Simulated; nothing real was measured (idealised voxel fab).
The process module presented herein is designated voxel air gaps.
Pictured: cross-section cut, 255 nm wide, on a grid of 5 nm square cells.
How to read a cross-section here: the picture is a grid of square cells, written as bands going from the top down, and any band can span one or more rows of cells. Top height, bottom height, nm. Materials left to right, width each, nm. Single material + "throughout" = fills band edge to edge. "empty" = empty. Basically, 0 is our baseline, since under it the wafer straight out of the box is all one material. The bottom band has no lower end and keeps on going down, so it looks like "0..down". Note: "30->40" means the width goes from the first number (top row of the band) to the second number (bottom row) in equal steps per row of cells. Any step labelled "no change" changed none of the cells in the cross-section. If an empty space has no open way to the top and is at least 8 cells in size, "Closed void catalog" lists it, written width x height at distance, where distance is measured from the left edge and every value is in nm. Text after the settings on a step's line: the simulator's own remark on that step. "overlay nm" answers the question of how far to the right of plan the mask lay on a step that has a mask, and when it is negative the answer is to the left.
PLANNED STEP LIST FOR THE PROCESS
1: RECEIVE,material Si
2: CONFORMAL_DEP,material SiO2,thk nm 10
3: CONFORMAL_DEP,material SiN,thk nm 5
4: DIRECTIONAL_DEP,material lowk,thk nm 40
5: PATTERN,tone open,mask id LINES,material resist,width nm 15,pitch nm 40,thk nm 15,overlay nm 0
6: DIRECTIONAL_ETCH,etch materials lowk,depth nm 40
7: STRIP,etch materials resist
8: CONFORMAL_DEP,material TiN,thk nm 5
9: FILL_DEP,material Cu,thk nm 5
10: CMP,height nm 55
11: EPI,material Ru,thk nm 10
12: SELECTIVE_ETCH,etch materials lowk,depth nm 50
13: CONFORMAL_DEP,material SiN,thk nm 5
FIRST WAFER OUT OF TWO, PROCESSED AS PLANNED
WAFER CROSS-SECTION ON RECEIPT, I.E. AFTER STEP 1
    0..down: Si throughout
    Closed void catalog: none
AFTER STEP 2
    10..0: SiO2 throughout
    Beneath the level 0, the cross-section is identical to its previous state.
AFTER STEP 3
    15..10: SiN throughout
    Beneath the level 10, the cross-section is identical to its previous state.
AFTER STEP 4
    55..15: lowk throughout
    Beneath the level 15, the cross-section is identical to its previous state.
AFTER STEP 5
    70..55: resist: 60, empty: 15, resist: 25, empty: 15, resist: 25, empty: 15, resist: 25, empty: 15, resist: 60
    Beneath the level 55, the cross-section is identical to its previous state.
AFTER STEP 6
    70..55: resist: 60, empty: 15, resist: 25, empty: 15, resist: 25, empty: 15, resist: 25, empty: 15, resist: 60
    55..15: lowk: 60, empty: 15, lowk: 25, empty: 15, lowk: 25, empty: 15, lowk: 25, empty: 15, lowk: 60
    Beneath the level 15, the cross-section is identical to its previous state.
AFTER STEP 7
    55..15: lowk: 60, empty: 15, lowk: 25, empty: 15, lowk: 25, empty: 15, lowk: 25, empty: 15, lowk: 60
    Beneath the level 15, the cross-section is identical to its previous state.
AFTER STEP 8
    60..55: TiN: 65, empty: 5, TiN: 35, empty: 5, TiN: 35, empty: 5, TiN: 35, empty: 5, TiN: 65
    55..20: lowk: 60, TiN: 5, empty: 5, TiN: 5, lowk: 25, TiN: 5, empty: 5, TiN: 5, lowk: 25, TiN: 5, empty: 5, TiN: 5, lowk: 25, TiN: 5, empty: 5, TiN: 5, lowk: 60
    20..15: lowk: 60, TiN: 15, lowk: 25, TiN: 15, lowk: 25, TiN: 15, lowk: 25, TiN: 15, lowk: 60
    Beneath the level 15, the cross-section is identical to its previous state.
AFTER STEP 9
    65..60: Cu throughout
    60..55: TiN: 65, Cu: 5, TiN: 35, Cu: 5, TiN: 35, Cu: 5, TiN: 35, Cu: 5, TiN: 65
    55..20: lowk: 60, TiN: 5, Cu: 5, TiN: 5, lowk: 25, TiN: 5, Cu: 5, TiN: 5, lowk: 25, TiN: 5, Cu: 5, TiN: 5, lowk: 25, TiN: 5, Cu: 5, TiN: 5, lowk: 60
    Beneath the level 20, the cross-section is identical to its previous state.
AFTER STEP 10
    55..20: lowk: 60, TiN: 5, Cu: 5, TiN: 5, lowk: 25, TiN: 5, Cu: 5, TiN: 5, lowk: 25, TiN: 5, Cu: 5, TiN: 5, lowk: 25, TiN: 5, Cu: 5, TiN: 5, lowk: 60
    Beneath the level 20, the cross-section is identical to its previous state.
AFTER STEP 11
    65..55: empty: 50, Ru: 35, empty: 5, Ru: 35, empty: 5, Ru: 35, empty: 5, Ru: 35, empty: 50
    Beneath the level 55, the cross-section is identical to its previous state.
AFTER STEP 12
    65..55: empty: 50, Ru: 35, empty: 5, Ru: 35, empty: 5, Ru: 35, empty: 5, Ru: 35, empty: 50
    55..20: empty: 60, TiN: 5, Cu: 5, TiN: 5, empty: 25, TiN: 5, Cu: 5, TiN: 5, empty: 25, TiN: 5, Cu: 5, TiN: 5, empty: 25, TiN: 5, Cu: 5, TiN: 5, empty: 60
    20..15: empty: 60, TiN: 15, empty: 25, TiN: 15, empty: 25, TiN: 15, empty: 25, TiN: 15, empty: 60
    Beneath the level 15, the cross-section is identical to its previous state.
AFTER STEP 13
    70..65: empty: 45, SiN: 165, empty: 45
    65..55: empty: 45, SiN: 5, Ru: 35, SiN: 5, Ru: 35, SiN: 5, Ru: 35, SiN: 5, Ru: 35, SiN: 5, empty: 45
    55..50: empty: 45, SiN: 15, TiN: 5, Cu: 5, TiN: 5, SiN: 25, TiN: 5, Cu: 5, TiN: 5, SiN: 25, TiN: 5, Cu: 5, TiN: 5, SiN: 25, TiN: 5, Cu: 5, TiN: 5, SiN: 15, empty: 45
    50..20: empty: 55, SiN: 5, TiN: 5, Cu: 5, TiN: 5, SiN: 5, empty: 15, SiN: 5, TiN: 5, Cu: 5, TiN: 5, SiN: 5, empty: 15, SiN: 5, TiN: 5, Cu: 5, TiN: 5, SiN: 5, empty: 15, SiN: 5, TiN: 5, Cu: 5, TiN: 5, SiN: 5, empty: 55
    20..15: SiN: 60, TiN: 15, SiN: 25, TiN: 15, SiN: 25, TiN: 15, SiN: 25, TiN: 15, SiN: 60
    Beneath the level 15, the cross-section is identical to its previous state.
    Closed void catalog: 15 x 30 at 80; 15 x 30 at 120; 15 x 30 at 160
SECOND WAFER: LIKE START, LIKE PLAN, ONE MISTAKE. THROUGH STEP 1 IT MATCHES THE FIRST WAFER
SECOND WAFER, CROSS-SECTION, PLANNED END OF STEP 2
    10..0: TiN throughout
    Beneath the level 0, the cross-section is identical to its previous state.
SECOND WAFER, CROSS-SECTION, PLANNED END OF STEP 3
    15..10: SiN throughout
    Beneath the level 10, the cross-section is identical to its previous state.
SECOND WAFER, CROSS-SECTION, PLANNED END OF STEP 4
    55..15: lowk throughout
    Beneath the level 15, the cross-section is identical to its previous state.
SECOND WAFER, CROSS-SECTION, PLANNED END OF STEP 5
    70..55: resist: 60, empty: 15, resist: 25, empty: 15, resist: 25, empty: 15, resist: 25, empty: 15, resist: 60
    Beneath the level 55, the cross-section is identical to its previous state.
SECOND WAFER, CROSS-SECTION, PLANNED END OF STEP 6
    70..55: resist: 60, empty: 15, resist: 25, empty: 15, resist: 25, empty: 15, resist: 25, empty: 15, resist: 60
    55..15: lowk: 60, empty: 15, lowk: 25, empty: 15, lowk: 25, empty: 15, lowk: 25, empty: 15, lowk: 60
    Beneath the level 15, the cross-section is identical to its previous state.
SECOND WAFER, CROSS-SECTION, PLANNED END OF STEP 7
    55..15: lowk: 60, empty: 15, lowk: 25, empty: 15, lowk: 25, empty: 15, lowk: 25, empty: 15, lowk: 60
    Beneath the level 15, the cross-section is identical to its previous state.
SECOND WAFER, CROSS-SECTION, PLANNED END OF STEP 8
    60..55: TiN: 65, empty: 5, TiN: 35, empty: 5, TiN: 35, empty: 5, TiN: 35, empty: 5, TiN: 65
    55..20: lowk: 60, TiN: 5, empty: 5, TiN: 5, lowk: 25, TiN: 5, empty: 5, TiN: 5, lowk: 25, TiN: 5, empty: 5, TiN: 5, lowk: 25, TiN: 5, empty: 5, TiN: 5, lowk: 60
    20..15: lowk: 60, TiN: 15, lowk: 25, TiN: 15, lowk: 25, TiN: 15, lowk: 25, TiN: 15, lowk: 60
    Beneath the level 15, the cross-section is identical to its previous state.
SECOND WAFER, CROSS-SECTION, PLANNED END OF STEP 9
    65..60: Cu throughout
    60..55: TiN: 65, Cu: 5, TiN: 35, Cu: 5, TiN: 35, Cu: 5, TiN: 35, Cu: 5, TiN: 65
    55..20: lowk: 60, TiN: 5, Cu: 5, TiN: 5, lowk: 25, TiN: 5, Cu: 5, TiN: 5, lowk: 25, TiN: 5, Cu: 5, TiN: 5, lowk: 25, TiN: 5, Cu: 5, TiN: 5, lowk: 60
    Beneath the level 20, the cross-section is identical to its previous state.
SECOND WAFER, CROSS-SECTION, PLANNED END OF STEP 10
    55..20: lowk: 60, TiN: 5, Cu: 5, TiN: 5, lowk: 25, TiN: 5, Cu: 5, TiN: 5, lowk: 25, TiN: 5, Cu: 5, TiN: 5, lowk: 25, TiN: 5, Cu: 5, TiN: 5, lowk: 60
    Beneath the level 20, the cross-section is identical to its previous state.
SECOND WAFER, CROSS-SECTION, PLANNED END OF STEP 11
    65..55: empty: 50, Ru: 35, empty: 5, Ru: 35, empty: 5, Ru: 35, empty: 5, Ru: 35, empty: 50
    Beneath the level 55, the cross-section is identical to its previous state.
SECOND WAFER, CROSS-SECTION, PLANNED END OF STEP 12
    65..55: empty: 50, Ru: 35, empty: 5, Ru: 35, empty: 5, Ru: 35, empty: 5, Ru: 35, empty: 50
    55..20: empty: 60, TiN: 5, Cu: 5, TiN: 5, empty: 25, TiN: 5, Cu: 5, TiN: 5, empty: 25, TiN: 5, Cu: 5, TiN: 5, empty: 25, TiN: 5, Cu: 5, TiN: 5, empty: 60
    20..15: empty: 60, TiN: 15, empty: 25, TiN: 15, empty: 25, TiN: 15, empty: 25, TiN: 15, empty: 60
    Beneath the level 15, the cross-section is identical to its previous state.
SECOND WAFER, CROSS-SECTION, PLANNED END OF STEP 13
    70..65: empty: 45, SiN: 165, empty: 45
    65..55: empty: 45, SiN: 5, Ru: 35, SiN: 5, Ru: 35, SiN: 5, Ru: 35, SiN: 5, Ru: 35, SiN: 5, empty: 45
    55..50: empty: 45, SiN: 15, TiN: 5, Cu: 5, TiN: 5, SiN: 25, TiN: 5, Cu: 5, TiN: 5, SiN: 25, TiN: 5, Cu: 5, TiN: 5, SiN: 25, TiN: 5, Cu: 5, TiN: 5, SiN: 15, empty: 45
    50..20: empty: 55, SiN: 5, TiN: 5, Cu: 5, TiN: 5, SiN: 5, empty: 15, SiN: 5, TiN: 5, Cu: 5, TiN: 5, SiN: 5, empty: 15, SiN: 5, TiN: 5, Cu: 5, TiN: 5, SiN: 5, empty: 15, SiN: 5, TiN: 5, Cu: 5, TiN: 5, SiN: 5, empty: 55
    20..15: SiN: 60, TiN: 15, SiN: 25, TiN: 15, SiN: 25, TiN: 15, SiN: 25, TiN: 15, SiN: 60
    Beneath the level 15, the cross-section is identical to its previous state.
    Closed void catalog: 15 x 30 at 80; 15 x 30 at 120; 15 x 30 at 160
Finding, execution versus plan: in deviation from the planned setting, step 2 was conducted as CONFORMAL_DEP,material TiN,thk nm 10
Per the end-of-run cell counts, the second wafer holds more or fewer of some materials than the first: SiO2 -102; TiN +102
